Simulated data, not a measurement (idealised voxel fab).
You're looking at the process module voxel ribs on slabs.
Section cut is 240 nm wide and gridded with 5 nm square cells.
A cross-section is a grid of square cells, given in bands from the top down. A band is one or more rows of cells. A band entry consists of two parts. The first gives the height of the band's top and the height of its bottom, in nm. The rest lists the band's materials from left to right, each with its width in nm. A single material labelled with the word "all across" fills the band from edge to edge, and the word "air" marks empty space. Where do heights start? At 0: under that level the wafer as delivered is made of one material only. And the lowest band has no floor; it just carries on downward, as in "0 down". Note: "30 to 40" means the width goes from the first number (top row of the band) to the second number (bottom row) in equal steps per row of cells. When a step is marked "nothing changed", none of the cells in the cross-section changed during that step. Entry "Fully sealed voids". Content: empty spaces with no open connection to the top, size 8 cells or greater. Each: width x height at distance. Distance: from left edge. Unit: nm. Formally, on a step line, whatever follows the settings is a remark that the simulator itself makes on the step. "overlay nm" on a masked step: distance the mask lay right of its planned place, negative for left.

[plan]
1 RECEIVE (material Si)
2 DIRECTIONAL_DEP (material SiO2; thk nm 30)
3 DIRECTIONAL_DEP (material SiN; thk nm 20)
4 MASKED_ETCH (tone cover; mask id RIB; width nm 30; etch materials SiN; depth nm 10; overlay nm 0)
5 PATTERN (tone cover; mask id SLAB; material resist; width nm 60; thk nm 20; overlay nm 0)
6 DIRECTIONAL_ETCH (etch materials SiN; depth nm 10)
7 STRIP (etch materials resist)
8 FILL_DEP (material SiO2; thk nm 20)
9 CMP (height nm 60)
10 DIRECTIONAL_DEP (material TiN; thk nm 10)
11 MASKED_ETCH (tone cover; mask id HEATER; width nm 40; etch materials TiN; depth nm 10; overlay nm 0)
12 CONFORMAL_DEP (material SiO2; thk nm 5)

[First wafer out of two, processed as planned]

[Here's what the wafer looked like in cross-section when it arrived - that's after step 1]
0 down | Si all across
Fully sealed voids: none

[Step 2 complete: cross-section through the wafer]
30 to 0 | SiO2 all across
Unchanged below 0.

[Step 3 complete: cross-section through the wafer]
50 to 30 | SiN all across
Unchanged below 30.

[Step 4 complete: cross-section through the wafer]
50 to 40 | air (105) / SiN (30) / air (105)
Unchanged below 40.

[Step 5 complete: cross-section through the wafer]
70 to 50 | air (90) / resist (60) / air (90)
50 to 40 | air (90) / resist (15) / SiN (30) / resist (15) / air (90)
Unchanged below 40.

[Step 6 complete: cross-section through the wafer]
70 to 50 | air (90) / resist (60) / air (90)
50 to 40 | air (90) / resist (15) / SiN (30) / resist (15) / air (90)
40 to 30 | air (90) / SiN (60) / air (90)
Unchanged below 30.

[Step 7 complete: cross-section through the wafer]
50 to 40 | air (105) / SiN (30) / air (105)
Unchanged below 40.

[Step 8 complete: cross-section through the wafer]
70 to 50 | SiO2 all across
50 to 40 | SiO2 (105) / SiN (30) / SiO2 (105)
40 to 30 | SiO2 (90) / SiN (60) / SiO2 (90)
Unchanged below 30.

[Step 9 complete: cross-section through the wafer]
60 to 50 | SiO2 all across
Unchanged below 50.

[Step 10 complete: cross-section through the wafer]
70 to 60 | TiN all across
Unchanged below 60.

[Step 11 complete: cross-section through the wafer]
70 to 60 | air (100) / TiN (40) / air (100)
Unchanged below 60.

[Step 12 complete: cross-section through the wafer]
75 to 70 | air (95) / SiO2 (50) / air (95)
70 to 65 | air (95) / SiO2 (5) / TiN (40) / SiO2 (5) / air (95)
65 to 60 | SiO2 (100) / TiN (40) / SiO2 (100)
Unchanged below 60.

[The remaining wafer, second of the two, started like the first and was run to the same plan, except that one mistake was made along the way; the two coincide through step 10, inclusive]

[Look at the second wafer in cross-section at the time step 11 ought to have finished]
70 to 60 | air (105) / TiN (30) / air (105)
Unchanged below 60.

[Look at the second wafer in cross-section at the time step 12 ought to have finished]
75 to 70 | air (100) / SiO2 (40) / air (100)
70 to 65 | air (100) / SiO2 (5) / TiN (30) / SiO2 (5) / air (100)
65 to 60 | SiO2 (105) / TiN (30) / SiO2 (105)
Unchanged below 60.
Run error: step 11 ran as: MASKED_ETCH (tone cover; mask id HEATER; width nm 30; etch materials TiN; depth nm 10; overlay nm 0)
Looking at both finished wafers in cells, the second ends up ahead of or behind the first on some materials: TiN -4
